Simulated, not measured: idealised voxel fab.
Process module, titled voxel transistor to metal
Shown is cross-section cut, with a width of 145 nm and square cells of size 5 nm.
We lay out every cross-section as a grid of square cells and spell it out in bands from the top down, where one band means one or more rows of cells. Quick guide to a band line: top height, bottom height (nm) up front; then every material left to right with its width in nm. Only one material and it's marked "edge to edge"? Then it fills the band edge to edge. And "blank" just means empty space. It should be noted that heights are counted from 0, beneath which the wafer as supplied is of one material throughout, and that the lowest band possesses no lower boundary but continues downward, as written in "top 0, no bottom". Graded width ("30..40"): value in top row of band = first number; value in bottom row = second number; row-to-row change constant. The cross-section has no changed cell in any step marked "nothing different". "Trapped void list" contains a list of empty spaces, each no smaller than 8 cells and without an open way to the top, written in the form width x height at distance with the distance from the left edge and all three in nm. Whatever follows a step's settings on its line is a remark the simulator itself makes about that step. "overlay nm" on a masked step: distance the mask lay right of its planned place, negative for left. Reading key. Pairs: pre-step and post-step cross-section, one process step apart; post-step view only to lowest changed band. Step between + settings: beneath pair. Runs: pairs may be from different runs of this module, same starting wafer. Continuation from pair above: only where "Before processing" entry says.

Before processing
    top 60, bottom 45: aC 30, blank 25, aC 35, blank 25, aC 30
    top 45, bottom 30: SiO2 30, blank 25, SiO2 35, blank 25, SiO2 30
    top 30, bottom 20: SiO2 30, blank 20, SiN 10, SiCN 25, SiN 10, blank 20, SiO2 30
    top 20, bottom 10: SiO2 30, blank 20, SiN 10, polySi 25, SiN 10, blank 20, SiO2 30
    top 10, bottom 0: SiO2 20, SiGe 30, SiN 10, polySi 25, SiN 10, SiGe 35, SiO2 15
    top 0, bottom -5: SiO2 20, SiN 10, SiGe 20, SiN 10, polySi 25, SiN 10, SiGe 25, SiN 10, SiO2 15
    top -5, bottom -10: SiO2 30, SiGe 20, SiO2 45, SiGe 25, SiO2 25
    top -10, bottom -25: SiO2 25, Si 5, SiGe 20, Si 45, SiGe 25, Si 5, SiO2 20
    top -25, no bottom: Si edge to edge
    Trapped void list: none

After the Step
    top 45, bottom 30: SiO2 30, blank 25, SiO2 35, blank 25, SiO2 30
    Below 30, no change.
    Trapped void list: none
Relating the two cross-sections above, the step in between is STRIP, etch materials aC

Before processing: this step begins from the cross-section that the pair just above shows after its step.

After the Step
    top 50, bottom 45: TiN 35, blank 15, TiN 45, blank 15, TiN 35
    top 45, bottom 35: SiO2 30, TiN 5, blank 15, TiN 5, SiO2 35, TiN 5, blank 15, TiN 5, SiO2 30
    top 35, bottom 30: SiO2 30, TiN 5, blank 10, TiN 10, SiO2 35, TiN 10, blank 10, TiN 5, SiO2 30
    top 30, bottom 20: SiO2 30, TiN 5, blank 10, TiN 5, SiN 10, SiCN 25, SiN 10, TiN 5, blank 10, TiN 5, SiO2 30
    top 20, bottom 15: SiO2 30, TiN 5, blank 10, TiN 5, SiN 10, polySi 25, SiN 10, TiN 5, blank 10, TiN 5, SiO2 30
    top 15, bottom 10: SiO2 30, TiN 20, SiN 10, polySi 25, SiN 10, TiN 20, SiO2 30
    Below 10, no change.
    Trapped void list: none
Relating the two cross-sections above, the step in between is CONFORMAL_DEP, material TiN, thk nm 5

Before processing: this step begins from the cross-section that the pair just above shows after its step.

After the Step
    top 55, bottom 50: Ru edge to edge
    top 50, bottom 45: TiN 35, Ru 15, TiN 45, Ru 15, TiN 35
    top 45, bottom 35: SiO2 30, TiN 5, Ru 15, TiN 5, SiO2 35, TiN 5, Ru 15, TiN 5, SiO2 30
    top 35, bottom 30: SiO2 30, TiN 5, Ru 10, TiN 10, SiO2 35, TiN 10, Ru 10, TiN 5, SiO2 30
    top 30, bottom 20: SiO2 30, TiN 5, Ru 10, TiN 5, SiN 10, SiCN 25, SiN 10, TiN 5, Ru 10, TiN 5, SiO2 30
    top 20, bottom 15: SiO2 30, TiN 5, Ru 10, TiN 5, SiN 10, polySi 25, SiN 10, TiN 5, Ru 10, TiN 5, SiO2 30
    Below 15, no change.
    Trapped void list: none
Relating the two cross-sections above, the step in between is FILL_DEP, material Ru, thk nm 5

Before processing: this step begins from the cross-section that the pair just above shows after its step.

After the Step
    top 45, bottom 35: SiO2 30, TiN 5, Ru 15, TiN 5, SiO2 35, TiN 5, Ru 15, TiN 5, SiO2 30
    Below 35, no change.
    Trapped void list: none
Relating the two cross-sections above, the step in between is CMP, height nm 45

Before processing: this step begins from the cross-section that the pair just above shows after its step.

After the Step
    top 50, bottom 45: SiN edge to edge
    Below 45, no change.
    Trapped void list: none
Relating the two cross-sections above, the step in between is CONFORMAL_DEP, material SiN, thk nm 5

Before processing: this step begins from the cross-section that the pair just above shows after its step.

After the Step
    top 70, bottom 50: SiO2 edge to edge
    Below 50, no change.
    Trapped void list: none
Relating the two cross-sections above, the step in between is DIRECTIONAL_DEP, material SiO2, thk nm 20

Before processing: this step begins from the cross-section that the pair just above shows after its step.

After the Step
    top 85, bottom 70: resist 30, blank 15, resist 55, blank 15, resist 30
    Below 70, no change.
    Trapped void list: none
Relating the two cross-sections above, the step in between is PATTERN, tone open, mask id METAL_1, material resist, width nm 15, pitch nm 70, thk nm 15, overlay nm 0

Before processing: this step begins from the cross-section that the pair just above shows after its step.

After the Step
    top 85, bottom 70: resist 30, blank 15, resist 55, blank 15, resist 30
    top 70, bottom 50: SiO2 30, blank 15, SiO2 55, blank 15, SiO2 30
    Below 50, no change.
    Trapped void list: none
Relating the two cross-sections above, the step in between is DIRECTIONAL_ETCH, etch materials SiO2, depth nm 20

Before processing: this step begins from the cross-section that the pair just above shows after its step.

After the Step
    top 85, bottom 70: resist 30, blank 15, resist 55, blank 15, resist 30
    top 70, bottom 50: SiO2 30, blank 15, SiO2 55, blank 15, SiO2 30
    top 50, bottom 45: SiN 30, blank 15, SiN 55, blank 15, SiN 30
    Below 45, no change.
    Trapped void list: none
Relating the two cross-sections above, the step in between is DIRECTIONAL_ETCH, etch materials SiN, depth nm 5

Before processing: this step begins from the cross-section that the pair just above shows after its step.

After the Step
    top 70, bottom 50: SiO2 30, blank 15, SiO2 55, blank 15, SiO2 30
    Below 50, no change.
    Trapped void list: none
Relating the two cross-sections above, the step in between is STRIP, etch materials resist

Before processing: this step begins from the cross-section that the pair just above shows after its step.

After the Step
    top 75, bottom 70: TiN 35, blank 5, TiN 65, blank 5, TiN 35
    top 70, bottom 50: SiO2 30, TiN 5, blank 5, TiN 5, SiO2 55, TiN 5, blank 5, TiN 5, SiO2 30
    top 50, bottom 45: SiN 30, TiN 15, SiN 55, TiN 15, SiN 30
    Below 45, no change.
    Trapped void list: none
Relating the two cross-sections above, the step in between is CONFORMAL_DEP, material TiN, thk nm 5

Before processing: this step begins from the cross-section that the pair just above shows after its step.

After the Step
    top 80, bottom 75: W edge to edge
    top 75, bottom 70: TiN 35, W 5, TiN 65, W 5, TiN 35
    top 70, bottom 50: SiO2 30, TiN 5, W 5, TiN 5, SiO2 55, TiN 5, W 5, TiN 5, SiO2 30
    Below 50, no change.
    Trapped void list: none
Relating the two cross-sections above, the step in between is FILL_DEP, material W, thk nm 5

Before processing: this step begins from the cross-section that the pair just above shows after its step.

After the Step
    top 70, bottom 50: SiO2 30, TiN 5, W 5, TiN 5, SiO2 55, TiN 5, W 5, TiN 5, SiO2 30
    Below 50, no change.
    Trapped void list: none
Relating the two cross-sections above, the step in between is CMP, height nm 70

Before processing: this step begins from the cross-section that the pair just above shows after its step.

After the Step
    top 75, bottom 70: SiCN edge to edge
    Below 70, no change.
    Trapped void list: none
Relating the two cross-sections above, the step in between is CONFORMAL_DEP, material SiCN, thk nm 5

Before processing
    top 30, bottom 25: blank 60, SiCN 25, blank 60
    top 25, bottom 20: polySi 20, blank 40, SiCN 25, blank 40, polySi 20
    top 20, bottom 0: polySi edge to edge
    top 0, bottom -5: SiO2 20, polySi 105, SiO2 20
    top -5, bottom -10: SiO2 edge to edge
    top -10, bottom -25: SiO2 25, Si 95, SiO2 25
    top -25, no bottom: Si edge to edge
    Trapped void list: none

After the Step
    top 30, bottom 20: blank 60, SiCN 25, blank 60
    top 20, bottom 0: blank 60, polySi 35, blank 50
    top 0, bottom -5: SiO2 20, blank 40, polySi 35, blank 30, SiO2 20
    Below -5, no change.
    Trapped void list: none
Relating the two cross-sections above, the step in between is MASKED_ETCH, tone cover, mask id GATE, width nm 25, etch materials polySi, depth nm 35, overlay nm 10

Before processing: this step begins from the cross-section that the pair just above shows after its step.

After the Step
    top 40, bottom 30: blank 50, SiN 45, blank 50
    top 30, bottom 20: blank 50, SiN 10, SiCN 25, SiN 20, blank 40
    top 20, bottom 10: blank 50, SiN 10, polySi 35, SiN 10, blank 40
    top 10, bottom 5: SiN 30, blank 20, SiN 10, polySi 35, SiN 10, blank 10, SiN 30
    top 5, bottom 0: SiN 60, polySi 35, SiN 50
    top 0, bottom -5: SiO2 20, SiN 40, polySi 35, SiN 30, SiO2 20
    Below -5, no change.
    Trapped void list: none
Relating the two cross-sections above, the step in between is CONFORMAL_DEP, material SiN, thk nm 10

Before processing: this step begins from the cross-section that the pair just above shows after its step.

After the Step
    top 30, bottom 20: blank 50, SiN 10, SiCN 25, SiN 10, blank 50
    top 20, bottom 0: blank 50, SiN 10, polySi 35, SiN 10, blank 40
    top 0, bottom -5: SiO2 20, SiN 10, blank 20, SiN 10, polySi 35, SiN 10, blank 10, SiN 10, SiO2 20
    Below -5, no change.
    Trapped void list: none
Relating the two cross-sections above, the step in between is DIRECTIONAL_ETCH, etch materials SiN, depth nm 10

Before processing: this step begins from the cross-section that the pair just above shows after its step.

After the Step
    top 30, bottom 20: blank 50, SiN 10, SiCN 25, SiN 10, blank 50
    top 20, bottom 0: blank 50, SiN 10, polySi 35, SiN 10, blank 40
    top 0, bottom -5: blank 20, SiN 10, blank 20, SiN 10, polySi 35, SiN 10, blank 10, SiN 10, blank 20
    top -5, bottom -10: SiO2 30, blank 20, SiO2 55, blank 10, SiO2 30
    Below -10, no change.
    Trapped void list: none
Relating the two cross-sections above, the step in between is DIRECTIONAL_ETCH, etch materials SiO2, depth nm 5

Before processing: this step begins from the cross-section that the pair just above shows after its step.

After the Step
    top 30, bottom 20: blank 50, SiN 10, SiCN 25, SiN 10, blank 50
    top 20, bottom 0: blank 50, SiN 10, polySi 35, SiN 10, blank 40
    top 0, bottom -5: blank 20, SiN 10, blank 20, SiN 10, polySi 35, SiN 10, blank 10, SiN 10, blank 20
    top -5, bottom -10: SiO2 30, blank 20, SiO2 55, blank 10, SiO2 30
    top -10, bottom -25: SiO2 25, Si 5, blank 20, Si 55, blank 10, Si 5, SiO2 25
    Below -25, no change.
    Trapped void list: none
Relating the two cross-sections above, the step in between is DIRECTIONAL_ETCH, etch materials Si, depth nm 15

Before processing: this step begins from the cross-section that the pair just above shows after its step.

After the Step
    top 30, bottom 20: blank 50, SiN 10, SiCN 25, SiN 10, blank 50
    top 20, bottom 10: blank 50, SiN 10, polySi 35, SiN 10, blank 40
    top 10, bottom 0: blank 20, SiGe 30, SiN 10, polySi 35, SiN 10, SiGe 20, blank 20
    top 0, bottom -5: blank 20, SiN 10, SiGe 20, SiN 10, polySi 35, SiN 10, SiGe 10, SiN 10, blank 20
    top -5, bottom -10: SiO2 30, SiGe 20, SiO2 55, SiGe 10, SiO2 30
    top -10, bottom -25: SiO2 25, Si 5, SiGe 20, Si 55, SiGe 10, Si 5, SiO2 25
    Below -25, no change.
    Trapped void list: none
Relating the two cross-sections above, the step in between is EPI, material SiGe, thk nm 20

Before processing: this step begins from the cross-section that the pair just above shows after its step.

After the Step
    top 40, bottom 30: SiO2 edge to edge
    top 30, bottom 20: SiO2 50, SiN 10, SiCN 25, SiN 10, SiO2 50
    top 20, bottom 10: SiO2 50, SiN 10, polySi 35, SiN 10, SiO2 40
    top 10, bottom 0: SiO2 20, SiGe 30, SiN 10, polySi 35, SiN 10, SiGe 20, SiO2 20
    top 0, bottom -5: SiO2 20, SiN 10, SiGe 20, SiN 10, polySi 35, SiN 10, SiGe 10, SiN 10, SiO2 20
    Below -5, no change.
    Trapped void list: none
Relating the two cross-sections above, the step in between is FILL_DEP, material SiO2, thk nm 10

Before processing: this step begins from the cross-section that the pair just above shows after its step.

After the Step
    top 30, bottom 20: SiO2 50, SiN 10, SiCN 25, SiN 10, SiO2 50
    Below 20, no change.
    Trapped void list: none
Relating the two cross-sections above, the step in between is CMP, height nm 30

Before processing: this step begins from the cross-section that the pair just above shows after its step.

After the Step
    top 45, bottom 30: SiO2 edge to edge
    Below 30, no change.
    Trapped void list: none
Relating the two cross-sections above, the step in between is DIRECTIONAL_DEP, material SiO2, thk nm 15

Before processing: this step begins from the cross-section that the pair just above shows after its step.

After the Step
    top 60, bottom 45: aC edge to edge
    Below 45, no change.
    Trapped void list: none
Relating the two cross-sections above, the step in between is DIRECTIONAL_DEP, material aC, thk nm 15

Before processing: this step begins from the cross-section that the pair just above shows after its step.

After the Step
    top 90, bottom 60: resist 30, blank 25, resist 35, blank 25, resist 30
    Below 60, no change.
    Trapped void list: none
Relating the two cross-sections above, the step in between is PATTERN, tone open, mask id CONTACT, material resist, width nm 25, pitch nm 60, thk nm 30, overlay nm 0

Before processing: this step begins from the cross-section that the pair just above shows after its step.

After the Step
    top 75, bottom 60: resist 30, blank 25, resist 35, blank 25, resist 30
    top 60, bottom 45: aC 30, blank 25, aC 35, blank 25, aC 30
    Below 45, no change.
    Trapped void list: none
Relating the two cross-sections above, the step in between is DIRECTIONAL_ETCH, etch materials aC, depth nm 15

Before processing: this step begins from the cross-section that the pair just above shows after its step.

After the Step
    top 60, bottom 45: aC 30, blank 25, aC 35, blank 25, aC 30
    Below 45, no change.
    Trapped void list: none
Relating the two cross-sections above, the step in between is STRIP, etch materials resist

Before processing: this step begins from the cross-section that the pair just above shows after its step.

After the Step
    top 60, bottom 45: aC 30, blank 25, aC 35, blank 25, aC 30
    top 45, bottom 30: SiO2 30, blank 25, SiO2 35, blank 25, SiO2 30
    top 30, bottom 20: SiO2 30, blank 20, SiN 10, SiCN 25, SiN 10, blank 20, SiO2 30
    top 20, bottom 10: SiO2 30, blank 20, SiN 10, polySi 35, SiN 10, blank 10, SiO2 30
    Below 10, no change.
    Trapped void list: none
Relating the two cross-sections above, the step in between is DIRECTIONAL_ETCH, etch materials SiO2, depth nm 35

Before processing: this step begins from the cross-section that the pair just above shows after its step.

After the Step
    top 45, bottom 30: SiO2 30, blank 25, SiO2 35, blank 25, SiO2 30
    Below 30, no change.
    Trapped void list: none
Relating the two cross-sections above, the step in between is STRIP, etch materials aC

Before processing: this step begins from the cross-section that the pair just above shows after its step.

After the Step
    top 50, bottom 45: TiN 35, blank 15, TiN 45, blank 15, TiN 35
    top 45, bottom 35: SiO2 30, TiN 5, blank 15, TiN 5, SiO2 35, TiN 5, blank 15, TiN 5, SiO2 30
    top 35, bottom 30: SiO2 30, TiN 5, blank 10, TiN 10, SiO2 35, TiN 10, blank 10, TiN 5, SiO2 30
    top 30, bottom 25: SiO2 30, TiN 5, blank 10, TiN 5, SiN 10, SiCN 25, SiN 10, TiN 5, blank 10, TiN 5, SiO2 30
    top 25, bottom 20: SiO2 30, TiN 5, blank 10, TiN 5, SiN 10, SiCN 25, SiN 10, TiN 20, SiO2 30
    top 20, bottom 15: SiO2 30, TiN 5, blank 10, TiN 5, SiN 10, polySi 35, SiN 10, TiN 10, SiO2 30
    top 15, bottom 10: SiO2 30, TiN 20, SiN 10, polySi 35, SiN 10, TiN 10, SiO2 30
    Below 10, no change.
    Trapped void list: none
Relating the two cross-sections above, the step in between is CONFORMAL_DEP, material TiN, thk nm 5

Before processing: this step begins from the cross-section that the pair just above shows after its step.

After the Step
    top 55, bottom 50: Ru edge to edge
    top 50, bottom 45: TiN 35, Ru 15, TiN 45, Ru 15, TiN 35
    top 45, bottom 35: SiO2 30, TiN 5, Ru 15, TiN 5, SiO2 35, TiN 5, Ru 15, TiN 5, SiO2 30
    top 35, bottom 30: SiO2 30, TiN 5, Ru 10, TiN 10, SiO2 35, TiN 10, Ru 10, TiN 5, SiO2 30
    top 30, bottom 25: SiO2 30, TiN 5, Ru 10, TiN 5, SiN 10, SiCN 25, SiN 10, TiN 5, Ru 10, TiN 5, SiO2 30
    top 25, bottom 20: SiO2 30, TiN 5, Ru 10, TiN 5, SiN 10, SiCN 25, SiN 10, TiN 20, SiO2 30
    top 20, bottom 15: SiO2 30, TiN 5, Ru 10, TiN 5, SiN 10, polySi 35, SiN 10, TiN 10, SiO2 30
    Below 15, no change.
    Trapped void list: none
Relating the two cross-sections above, the step in between is FILL_DEP, material Ru, thk nm 5

Before processing: this step begins from the cross-section that the pair just above shows after its step.

After the Step
    top 45, bottom 35: SiO2 30, TiN 5, Ru 15, TiN 5, SiO2 35, TiN 5, Ru 15, TiN 5, SiO2 30
    Below 35, no change.
    Trapped void list: none
Relating the two cross-sections above, the step in between is CMP, height nm 45

Before processing: this step begins from the cross-section that the pair just above shows after its step.

After the Step
    top 50, bottom 45: SiN edge to edge
    Below 45, no change.
    Trapped void list: none
Relating the two cross-sections above, the step in between is CONFORMAL_DEP, material SiN, thk nm 5

Before processing: this step begins from the cross-section that the pair just above shows after its step.

After the Step
    top 70, bottom 50: SiO2 edge to edge
    Below 50, no change.
    Trapped void list: none
Relating the two cross-sections above, the step in between is DIRECTIONAL_DEP, material SiO2, thk nm 20

Before processing: this step begins from the cross-section that the pair just above shows after its step.

After the Step
    top 85, bottom 70: resist 30, blank 15, resist 55, blank 15, resist 30
    Below 70, no change.
    Trapped void list: none
Relating the two cross-sections above, the step in between is PATTERN, tone open, mask id METAL_1, material resist, width nm 15, pitch nm 70, thk nm 15, overlay nm 0

Before processing: this step begins from the cross-section that the pair just above shows after its step.

After the Step
    top 85, bottom 70: resist 30, blank 15, resist 55, blank 15, resist 30
    top 70, bottom 50: SiO2 30, blank 15, SiO2 55, blank 15, SiO2 30
    Below 50, no change.
    Trapped void list: none
Relating the two cross-sections above, the step in between is DIRECTIONAL_ETCH, etch materials SiO2, depth nm 20

Before processing: this step begins from the cross-section that the pair just above shows after its step.

After the Step
    top 85, bottom 70: resist 30, blank 15, resist 55, blank 15, resist 30
    top 70, bottom 50: SiO2 30, blank 15, SiO2 55, blank 15, SiO2 30
    top 50, bottom 45: SiN 30, blank 15, SiN 55, blank 15, SiN 30
    Below 45, no change.
    Trapped void list: none
Relating the two cross-sections above, the step in between is DIRECTIONAL_ETCH, etch materials SiN, depth nm 5

Before processing: this step begins from the cross-section that the pair just above shows after its step.

After the Step
    top 70, bottom 50: SiO2 30, blank 15, SiO2 55, blank 15, SiO2 30
    Below 50, no change.
    Trapped void list: none
Relating the two cross-sections above, the step in between is STRIP, etch materials resist

Before processing: this step begins from the cross-section that the pair just above shows after its step.

After the Step
    top 75, bottom 70: TiN 35, blank 5, TiN 65, blank 5, TiN 35
    top 70, bottom 50: SiO2 30, TiN 5, blank 5, TiN 5, SiO2 55, TiN 5, blank 5, TiN 5, SiO2 30
    top 50, bottom 45: SiN 30, TiN 15, SiN 55, TiN 15, SiN 30
    Below 45, no change.
    Trapped void list: none
Relating the two cross-sections above, the step in between is CONFORMAL_DEP, material TiN, thk nm 5

Before processing: this step begins from the cross-section that the pair just above shows after its step.

After the Step
    top 80, bottom 75: W edge to edge
    top 75, bottom 70: TiN 35, W 5, TiN 65, W 5, TiN 35
    top 70, bottom 50: SiO2 30, TiN 5, W 5, TiN 5, SiO2 55, TiN 5, W 5, TiN 5, SiO2 30
    Below 50, no change.
    Trapped void list: none
Relating the two cross-sections above, the step in between is FILL_DEP, material W, thk nm 5

Before processing: this step begins from the cross-section that the pair just above shows after its step.

After the Step
    top 70, bottom 50: SiO2 30, TiN 5, W 5, TiN 5, SiO2 55, TiN 5, W 5, TiN 5, SiO2 30
    Below 50, no change.
    Trapped void list: none
Relating the two cross-sections above, the step in between is CMP, height nm 70

Before processing: this step begins from the cross-section that the pair just above shows after its step.

After the Step
    top 75, bottom 70: SiCN edge to edge
    Below 70, no change.
    Trapped void list: none
Relating the two cross-sections above, the step in between is CONFORMAL_DEP, material SiCN, thk nm 5

Before processing
    top 50, bottom 45: SiN edge to edge
    top 45, bottom 35: SiO2 30, TiN 5, Ru 15, TiN 5, SiO2 35, TiN 5, Ru 15, TiN 5, SiO2 30
    top 35, bottom 30: SiO2 30, TiN 5, Ru 10, TiN 10, SiO2 35, TiN 10, Ru 10, TiN 5, SiO2 30
    top 30, bottom 20: SiO2 30, TiN 5, Ru 10, TiN 5, SiN 10, SiCN 25, SiN 10, TiN 5, Ru 10, TiN 5, SiO2 30
    top 20, bottom 15: SiO2 30, TiN 5, Ru 10, TiN 5, SiN 10, polySi 25, SiN 10, TiN 5, Ru 10, TiN 5, SiO2 30
    top 15, bottom 10: SiO2 30, TiN 20, SiN 10, polySi 25, SiN 10, TiN 20, SiO2 30
    top 10, bottom 0: SiO2 20, SiGe 30, SiN 10, polySi 25, SiN 10, SiGe 30, SiO2 20
    top 0, bottom -5: SiO2 20, SiN 10, SiGe 20, SiN 10, polySi 25, SiN 10, SiGe 20, SiN 10, SiO2 20
    top -5, bottom -10: SiO2 30, SiGe 20, SiO2 45, SiGe 20, SiO2 30
    top -10, bottom -25: SiO2 25, Si 5, SiGe 20, Si 45, SiGe 20, Si 5, SiO2 25
    top -25, no bottom: Si edge to edge
    Trapped void list: none

After the Step
    top 70, bottom 45: SiN edge to edge
    Below 45, no change.
    Trapped void list: none
Relating the two cross-sections above, the step in between is DIRECTIONAL_DEP, material SiN, thk nm 20

Before processing: this step begins from the cross-section that the pair just above shows after its step.

After the Step
    top 85, bottom 70: resist 30, blank 15, resist 55, blank 15, resist 30
    Below 70, no change.
    Trapped void list: none
Relating the two cross-sections above, the step in between is PATTERN, tone open, mask id METAL_1, material resist, width nm 15, pitch nm 70, thk nm 15, overlay nm 0

Before processing: this step begins from the cross-section that the pair just above shows after its step.

After the Step
    top 85, bottom 70: resist 30, blank 15, resist 55, blank 15, resist 30
    top 70, bottom 65: SiN 30, blank 15, SiN 55, blank 15, SiN 30
    Below 65, no change.
    Trapped void list: none
Relating the two cross-sections above, the step in between is DIRECTIONAL_ETCH, etch materials SiN, depth nm 5

Before processing: this step begins from the cross-section that the pair just above shows after its step.

After the Step
    top 70, bottom 65: SiN 30, blank 15, SiN 55, blank 15, SiN 30
    Below 65, no change.
    Trapped void list: none
Relating the two cross-sections above, the step in between is STRIP, etch materials resist

Before processing: this step begins from the cross-section that the pair just above shows after its step.

After the Step
    top 75, bottom 70: TiN 35, blank 5, TiN 65, blank 5, TiN 35
    top 70, bottom 65: SiN 30, TiN 15, SiN 55, TiN 15, SiN 30
    Below 65, no change.
    Trapped void list: none
Relating the two cross-sections above, the step in between is CONFORMAL_DEP, material TiN, thk nm 5

Before processing: this step begins from the cross-section that the pair just above shows after its step.

After the Step
    top 80, bottom 75: W edge to edge
    top 75, bottom 70: TiN 35, W 5, TiN 65, W 5, TiN 35
    Below 70, no change.
    Trapped void list: none
Relating the two cross-sections above, the step in between is FILL_DEP, material W, thk nm 5

Before processing: this step begins from the cross-section that the pair just above shows after its step.

After the Step
    top 70, bottom 65: SiN 30, TiN 15, SiN 55, TiN 15, SiN 30
    Below 65, no change.
    Trapped void list: none
Relating the two cross-sections above, the step in between is CMP, height nm 70

Before processing: this step begins from the cross-section that the pair just above shows after its step.

After the Step
    top 75, bottom 70: SiCN edge to edge
    Below 70, no change.
    Trapped void list: none
Relating the two cross-sections above, the step in between is CONFORMAL_DEP, material SiCN, thk nm 5

Before processing
    top 70, bottom 50: SiO2 edge to edge
    top 50, bottom 45: SiN edge to edge
    top 45, bottom 35: SiO2 30, TiN 5, Ru 15, TiN 5, SiO2 35, TiN 5, Ru 15, TiN 5, SiO2 30
    top 35, bottom 30: SiO2 30, TiN 5, Ru 10, TiN 10, SiO2 35, TiN 10, Ru 10, TiN 5, SiO2 30
    top 30, bottom 20: SiO2 30, TiN 5, Ru 10, TiN 5, SiN 10, SiCN 25, SiN 10, TiN 5, Ru 10, TiN 5, SiO2 30
    top 20, bottom 15: SiO2 30, TiN 5, Ru 10, TiN 5, SiN 10, polySi 25, SiN 10, TiN 5, Ru 10, TiN 5, SiO2 30
    top 15, bottom 10: SiO2 30, TiN 20, SiN 10, polySi 25, SiN 10, TiN 20, SiO2 30
    top 10, bottom 0: SiO2 20, SiGe 30, SiN 10, polySi 25, SiN 10, SiGe 30, SiO2 20
    top 0, bottom -5: SiO2 20, SiN 10, SiGe 20, SiN 10, polySi 25, SiN 10, SiGe 20, SiN 10, SiO2 20
    top -5, bottom -10: SiO2 30, SiGe 20, SiO2 45, SiGe 20, SiO2 30
    top -10, bottom -25: SiO2 25, Si 5, SiGe 20, Si 45, SiGe 20, Si 5, SiO2 25
    top -25, no bottom: Si edge to edge
    Trapped void list: none

After the Step
    top 85, bottom 70: blank 30, resist 15, blank 55, resist 15, blank 30
    Below 70, no change.
    Trapped void list: none
Relating the two cross-sections above, the step in between is PATTERN, tone cover, mask id METAL_1, material resist, width nm 15, pitch nm 70, thk nm 15, overlay nm 0

Before processing: this step begins from the cross-section that the pair just above shows after its step.

After the Step
    top 85, bottom 70: blank 30, resist 15, blank 55, resist 15, blank 30
    top 70, bottom 50: blank 30, SiO2 15, blank 55, SiO2 15, blank 30
    Below 50, no change.
    Trapped void list: none
Relating the two cross-sections above, the step in between is DIRECTIONAL_ETCH, etch materials SiO2, depth nm 20

Before processing: this step begins from the cross-section that the pair just above shows after its step.

After the Step
    top 85, bottom 70: blank 30, resist 15, blank 55, resist 15, blank 30
    top 70, bottom 50: blank 30, SiO2 15, blank 55, SiO2 15, blank 30
    top 50, bottom 45: blank 30, SiN 15, blank 55, SiN 15, blank 30
    Below 45, no change.
    Trapped void list: none
Relating the two cross-sections above, the step in between is DIRECTIONAL_ETCH, etch materials SiN, depth nm 5

Before processing: this step begins from the cross-section that the pair just above shows after its step.

After the Step
    top 70, bottom 50: blank 30, SiO2 15, blank 55, SiO2 15, blank 30
    Below 50, no change.
    Trapped void list: none
Relating the two cross-sections above, the step in between is STRIP, etch materials resist

Before processing: this step begins from the cross-section that the pair just above shows after its step.

After the Step
    top 75, bottom 70: blank 25, TiN 25, blank 45, TiN 25, blank 25
    top 70, bottom 50: blank 25, TiN 5, SiO2 15, TiN 5, blank 45, TiN 5, SiO2 15, TiN 5, blank 25
    top 50, bottom 45: TiN 30, SiN 15, TiN 55, SiN 15, TiN 30
    Below 45, no change.
    Trapped void list: none
Relating the two cross-sections above, the step in between is CONFORMAL_DEP, material TiN, thk nm 5

Before processing: this step begins from the cross-section that the pair just above shows after its step.

After the Step
    top 80, bottom 75: W edge to edge
    top 75, bottom 70: W 25, TiN 25, W 45, TiN 25, W 25
    top 70, bottom 50: W 25, TiN 5, SiO2 15, TiN 5, W 45, TiN 5, SiO2 15, TiN 5, W 25
    Below 50, no change.
    Trapped void list: none
Relating the two cross-sections above, the step in between is FILL_DEP, material W, thk nm 5

Before processing: this step begins from the cross-section that the pair just above shows after its step.

After the Step
    top 70, bottom 50: W 25, TiN 5, SiO2 15, TiN 5, W 45, TiN 5, SiO2 15, TiN 5, W 25
    Below 50, no change.
    Trapped void list: none
Relating the two cross-sections above, the step in between is CMP, height nm 70

Before processing: this step begins from the cross-section that the pair just above shows after its step.

After the Step
    top 75, bottom 70: SiCN edge to edge
    Below 70, no change.
    Trapped void list: none
Relating the two cross-sections above, the step in between is CONFORMAL_DEP, material SiCN, thk nm 5
